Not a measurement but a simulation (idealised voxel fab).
The following is a process module called voxel air gaps.
The cross-section shown here is cut; it is 285 nm wide and divided into square cells measuring 5 nm on a side.
We lay out every cross-section as a grid of square cells and spell it out in bands from the top down, where one band means one or more rows of cells. For a band, the entry starts with two heights in nm, that of the top and then that of the bottom, and carries on with the band's materials in order from left to right, each alongside its width in nm; the word "full width" beside a single material means it fills the band edge to edge, and "empty" means empty space. The level at which height equals 0 is the one under which the wafer, as it arrives, is entirely one material. No lower edge exists for the bottom band, which continues downward and is notated as in "0 down". A width given as "30..40" starts at the first number in the band's top row and ends at the second number in its bottom row, shifting by an equal amount at every step from row to row. "everything unchanged", as given for a step, is the statement that not any cell of the cross-section underwent a change during that step. The list in "Fully enclosed voids" covers empty spaces of 8 cells or more that cannot reach the top through any open way, and it gives each as width x height at distance; the distance is from the left edge, and width, height and distance are in nm. Past the settings on a step's line: simulator remark, on that step. For masked steps, "overlay nm" on the step line gives how far right of plan the mask actually lay; a minus sign means it lay to the left.
Planned step list for the process
step 1: RECEIVE (material Si)
step 2: CONFORMAL_DEP (material SiO2; thk nm 10)
step 3: CONFORMAL_DEP (material SiN; thk nm 5)
step 4: DIRECTIONAL_DEP (material SiO2; thk nm 30)
step 5: DIRECTIONAL_DEP (material aC; thk nm 15)
step 6: PATTERN (tone open; mask id LINES; material resist; width nm 25; pitch nm 50; thk nm 30; overlay nm -15)
step 7: DIRECTIONAL_ETCH (etch materials aC; depth nm 15)
step 8: STRIP (etch materials resist)
step 9: DIRECTIONAL_ETCH (etch materials SiO2; depth nm 30)
step 10: STRIP (etch materials aC)
step 11: CONFORMAL_DEP (material TiN; thk nm 5)
step 12: FILL_DEP (material Cu; thk nm 5)
step 13: CMP (height nm 45)
step 14: EPI (material Ru; thk nm 10)
step 15: SELECTIVE_ETCH (etch materials SiO2; depth nm 40)
step 16: CONFORMAL_DEP (material SiN; thk nm 5)
Keep in mind the plan's value for the overlay nm of step 6 comes from the first wafer; the wafers don't share that setting, but they do share the same starting point.
First of several wafers (as received, post step 1), cross-sectional view
	0 down = Si full width
	Fully enclosed voids: none
Take any row and you have a wafer at the end of the module: how many cells of each material it has gained (+) or lost (-) since it was received, and then its closed voids
overlay nm -15, +60 Cu, +72 Ru, +198 SiN, +114 SiO2, +60 TiN, Fully enclosed voids: 15 x 20 at 70; 15 x 20 at 120; 15 x 20 at 170
overlay nm -10, +60 Cu, +72 Ru, +198 SiN, +114 SiO2, +60 TiN, Fully enclosed voids: 15 x 20 at 75; 15 x 20 at 125; 15 x 20 at 175
overlay nm -5, +60 Cu, +72 Ru, +198 SiN, +114 SiO2, +60 TiN, Fully enclosed voids: 15 x 20 at 80; 15 x 20 at 130; 15 x 20 at 180
overlay nm 0, +60 Cu, +72 Ru, +198 SiN, +114 SiO2, +60 TiN, Fully enclosed voids: 15 x 20 at 85; 15 x 20 at 135; 15 x 20 at 185
overlay nm 5, +60 Cu, +72 Ru, +198 SiN, +114 SiO2, +60 TiN, Fully enclosed voids: 15 x 20 at 90; 15 x 20 at 140; 15 x 20 at 190
overlay nm 10, +60 Cu, +72 Ru, +198 SiN, +114 SiO2, +60 TiN, Fully enclosed voids: 15 x 20 at 95; 15 x 20 at 145; 15 x 20 at 195
overlay nm 15, +60 Cu, +72 Ru, +198 SiN, +114 SiO2, +60 TiN, Fully enclosed voids: 15 x 20 at 100; 15 x 20 at 150; 15 x 20 at 200
